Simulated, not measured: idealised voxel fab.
The process module that follows is named voxel released beams.
The figure presents cross-section cut, which has a width of 285 nm and is divided into square cells with an edge length of 5 nm.
Cross-section, as written here: a square-cell grid given band by band from the top down, where a band holds one or more rows of cells. Band: top height; bottom height; in nm. Then, left to right: material with width in nm, for each material. "throughout": a single material spanning edge to edge. "air": empty space. Heights are measured from 0, the level below which the as-received wafer is all one material; the lowest band has no bottom and continues downward, written as in "0 down". You'd read "30..40" like this: the band's top row of cells is as wide as the first number, its bottom row is as wide as the second, and going down, every row changes width by the same amount as the row before did. "nothing altered" means the step left every cell of the cross-section as it was. The label "Sealed void inventory" introduces a list of the empty spaces, 8 cells or larger, that have no open way up to the top; each entry in it reads width x height at distance, where the distance is taken from the left edge and all three are stated in nm. It should be noted that, on the line of a given step, the content following the step's settings is a remark produced by the simulator itself with respect to that step. Among the settings permitted on a step's line is "overlay nm"; applied to a step with a mask, it specifies the extent to which the mask lay to the right of its planned position, whereas a negative figure signifies a position to the left.

## So here's the lineup of process steps we planned
- 1: op RECEIVE | material Si
- 2: op CONFORMAL_DEP | material Al2O3 | thk nm 5
- 3: op DIRECTIONAL_DEP | material SiO2 | thk nm 20
- 4: op PATTERN | tone open | mask id ANCHOR | material resist | width nm 35 | thk nm 20 | overlay nm 0
- 5: op DIRECTIONAL_ETCH | etch materials SiO2 | depth nm 20
- 6: op STRIP | etch materials resist
- 7: op CONFORMAL_DEP | material SiN | thk nm 15
- 8: op MASKED_ETCH | tone cover | mask id BEAM | width nm 85 | etch materials SiN | depth nm 15 | overlay nm 0
- 9: op STRIP | etch materials SiO2

## Cross-section of the incoming wafer, state after step 1
* 0 down | Si throughout
* Sealed void inventory: none

## First of two wafers, end-of-module section, run followed plan
* 40 to 25 | air 95, SiN 20, air 5, SiN 60, air 105
* 25 to 20 | air 100, SiN 15, air 5, SiN 15, air 150
* 20 to 5 | air 100, SiN 35, air 150
* 5 to 0 | Al2O3 throughout
* 0 down | Si throughout
* Sealed void inventory: none

## Cross-section at end of module for the second wafer of two, which matched the first in starting point and plan and differed by one mistake in its processing
* 55 to 40 | air 95, SiN 85, air 105
* 40 to 25 | SiN throughout
* 25 to 5 | SiO2 100, SiN 35, SiO2 150
* 5 to 0 | Al2O3 throughout
* 0 down | Si throughout
* Sealed void inventory: none
Against the plan, the run slipped here: execution of plan step 7 occurred twice
Cell-count delta at end, second wafer over first, by material: SiN +175, SiO2 +200
